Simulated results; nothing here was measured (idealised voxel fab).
Herein follows the process module entitled voxel lift off.
Cross-section cut spans 220 nm and uses square cells 5 nm in size.
This document writes a cross-section as a grid whose cells are square, and gives it as bands, listed from the top down; one or more rows of cells form a band.
Each band's line starts with the height of the band's top and of its bottom, in nm. Then come its materials from left to right, each with its width in nm. One material with "edge to edge" fills the band from edge to edge. "air" is empty space.
Heights are measured from 0, the level below which the as-received wafer is all one material; the lowest band has no bottom and continues downward, written as in "top 0, no bottom".
With a width like "30..40", each row of cells in the band differs from the next by the same amount, the top row carrying the first number and the bottom row the second.
"no alteration" for a step: no cell of the cross-section changed in that step.
"Tabulated closed voids" means: voids of 8 cells or more that are shut off from the top with no open way through. Written width x height at distance, distance from the left edge, in nm.
Step line, after settings: the simulator's comment on this step.
On any step carrying a mask, the "overlay nm" setting, if present on the step's line, tells how far right of its planned place the mask lay; negative values point to the left.
-- These are the steps we planned for the process
1 RECEIVE,material Si
2 CONFORMAL_DEP,material SiN,thk nm 15
3 PATTERN,tone open,mask id LINES,material resist,width nm 25,pitch nm 40,thk nm 20,overlay nm 0
4 DIRECTIONAL_DEP,material Ru,thk nm 5
5 STRIP,etch materials resist
6 CONFORMAL_DEP,material SiN,thk nm 5
-- Received-state cross-section, reflecting completion of step 1
> top 0, no bottom | Si edge to edge
> Tabulated closed voids: none
-- End-of-module cross-section of the first of two wafers, processed as planned
> top 25, bottom 20 | 50 air; 35 SiN; 5 air; 35 SiN; 5 air; 35 SiN; 55 air
> top 20, bottom 15 | 55 SiN; 25 Ru; 15 SiN; 25 Ru; 15 SiN; 25 Ru; 60 SiN
> top 15, bottom 0 | SiN edge to edge
> top 0, no bottom | Si edge to edge
> Tabulated closed voids: none
-- Wafer two, sectioned after the module: the first wafer's start, the first wafer's plan, and one mistake in how it was run
> top 25, bottom 20 | 60 air; 35 SiN; 5 air; 35 SiN; 5 air; 35 SiN; 45 air
> top 20, bottom 15 | 65 SiN; 25 Ru; 15 SiN; 25 Ru; 15 SiN; 25 Ru; 50 SiN
> top 15, bottom 0 | SiN edge to edge
> top 0, no bottom | Si edge to edge
> Tabulated closed voids: none
What broke from the plan during processing? step 3 off recipe, ran as PATTERN,tone open,mask id LINES,material resist,width nm 25,pitch nm 40,thk nm 20,overlay nm 10
Final state: per-material cell counts identical on both wafers; locations differ.
